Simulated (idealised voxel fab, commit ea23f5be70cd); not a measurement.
Process module, titled voxel wiring stack
Cross-sectional view cut (width: 260 nm; square cell size: 5 nm).
Cross-sections here: square-cell grids, written as top-down lists of bands, a band being one or more rows of cells. Read a band's entry like this: the first values are the height of its top and the height of its bottom in nm, and what follows is the sequence of materials from left to right, each with its width in nm. Note that "blank" is empty space, and that a single material marked "all across" reaches across the band from edge to edge. Beneath 0, the wafer as received is one material, and that level is where height counting begins. The lowest band goes on downward without a bottom; it is written like "from 0 down". Per-row width for "30->40": begins at first number (top row of band), ends at second number (bottom row), increment between rows held constant. Where a step carries "everything unchanged", the cross-section came out of it unchanged, cell for cell. "Sealed void list" lists enclosed empty spaces (at least 8 cells, no open path upward to the top), each as width x height at distance from the left edge, in nm. Formally, on a step line, whatever follows the settings is a remark that the simulator itself makes on the step. A step's line can hold "overlay nm"; with a mask on that step, the setting says how far right of the planned place the mask lay, while a negative setting says it lay to the left.
Plan:
- 1: op RECEIVE | material Si
- 2: op CONFORMAL_DEP | material SiO2 | thk nm 15
- 3: op CONFORMAL_DEP | material SiN | thk nm 5
- 4: op DIRECTIONAL_DEP | material lowk | thk nm 15
- 5: op MASKED_ETCH | tone open | mask id METAL_1 | width nm 25 | pitch nm 50 | etch materials lowk | depth nm 15 | overlay nm 0
- 6: op MASKED_ETCH | tone open | mask id METAL_1 | width nm 25 | pitch nm 50 | etch materials SiN | depth nm 5 | overlay nm 0
- 7: op CONFORMAL_DEP | material TiN | thk nm 5
- 8: op FILL_DEP | material W | thk nm 10
- 9: op CMP | height nm 35
- 10: op EPI | material Ru | thk nm 5
- 11: op FILL_DEP | material SiCN | thk nm 5
- 12: op DIRECTIONAL_DEP | material lowk | thk nm 35
- 13: op PATTERN | tone open | mask id METAL_2_HOLES | material resist | width nm 15 | thk nm 15 | overlay nm 0
- 14: op DIRECTIONAL_ETCH | etch materials lowk | depth nm 35
- 15: op STRIP | etch materials resist
- 16: op DIRECTIONAL_DEP | material aC | thk nm 15
- 17: op PATTERN | tone open | mask id METAL_2 | material resist | width nm 25 | pitch nm 50 | thk nm 35 | overlay nm 0
- 18: op DIRECTIONAL_ETCH | etch materials aC | depth nm 15
- 19: op STRIP | etch materials resist
- 20: op DIRECTIONAL_ETCH | etch materials lowk | depth nm 20
- 21: op DIRECTIONAL_ETCH | etch materials SiCN | depth nm 5
- 22: op STRIP | etch materials aC
- 23: op CONFORMAL_DEP | material TiN | thk nm 5
- 24: op FILL_DEP | material Cu | thk nm 5
- 25: op CMP | height nm 80
- 26: op CONFORMAL_DEP | material SiCN | thk nm 5
Here's what the wafer looked like in cross-section when it arrived - that's after step 1:
> from 0 down  Si all across
> Sealed void list: none
As-planned run: cross-section of the first of two wafers at end of module:
> from 85 to 80  SiCN all across
> from 80 to 65  lowk: 90; TiN: 5; Cu: 15; TiN: 5; lowk: 25; TiN: 5; Cu: 15; TiN: 5; lowk: 95
> from 65 to 60  lowk: 90; TiN: 5; Cu: 5; TiN: 15; lowk: 25; TiN: 25; lowk: 95
> from 60 to 45  lowk: 90; TiN: 5; Cu: 5; TiN: 5; lowk: 155
> from 45 to 40  SiCN: 90; TiN: 15; SiCN: 155
> from 40 to 35  SiCN: 85; Ru: 35; SiCN: 15; Ru: 35; SiCN: 90
> from 35 to 20  lowk: 90; TiN: 5; W: 15; TiN: 5; lowk: 25; TiN: 5; W: 15; TiN: 5; lowk: 95
> from 20 to 15  SiN: 90; TiN: 25; SiN: 25; TiN: 25; SiN: 95
> from 15 to 0  SiO2 all across
> from 0 down  Si all across
> Sealed void list: none
End-of-module cross-section of the second wafer: identical starting point and process plan to the first, with one processing mistake:
> from 85 to 80  SiCN all across
> from 80 to 65  lowk: 90; TiN: 5; Cu: 15; TiN: 5; lowk: 25; TiN: 5; Cu: 15; TiN: 5; lowk: 95
> from 65 to 60  lowk: 90; TiN: 5; Cu: 5; TiN: 15; lowk: 25; TiN: 25; lowk: 95
> from 60 to 45  lowk: 90; TiN: 5; Cu: 5; TiN: 5; lowk: 155
> from 45 to 40  SiCN: 90; TiN: 15; SiCN: 155
> from 40 to 35  SiCN: 85; Ru: 35; SiCN: 15; Ru: 35; SiCN: 90
> from 35 to 25  lowk: 90; TiN: 5; W: 15; TiN: 5; lowk: 25; TiN: 5; W: 15; TiN: 5; lowk: 95
> from 25 to 20  lowk: 90; TiN: 25; lowk: 25; TiN: 25; lowk: 95
> from 20 to 15  W all across
> from 15 to 0  SiO2 all across
> from 0 down  Si all across
> Sealed void list: none
Deviation from plan: step 3 deviated from plan and actually ran as op CONFORMAL_DEP | material W | thk nm 5
Per the end-of-run cell counts, the second wafer holds more or fewer of some materials than the first: SiN -42; TiN -4; W +46
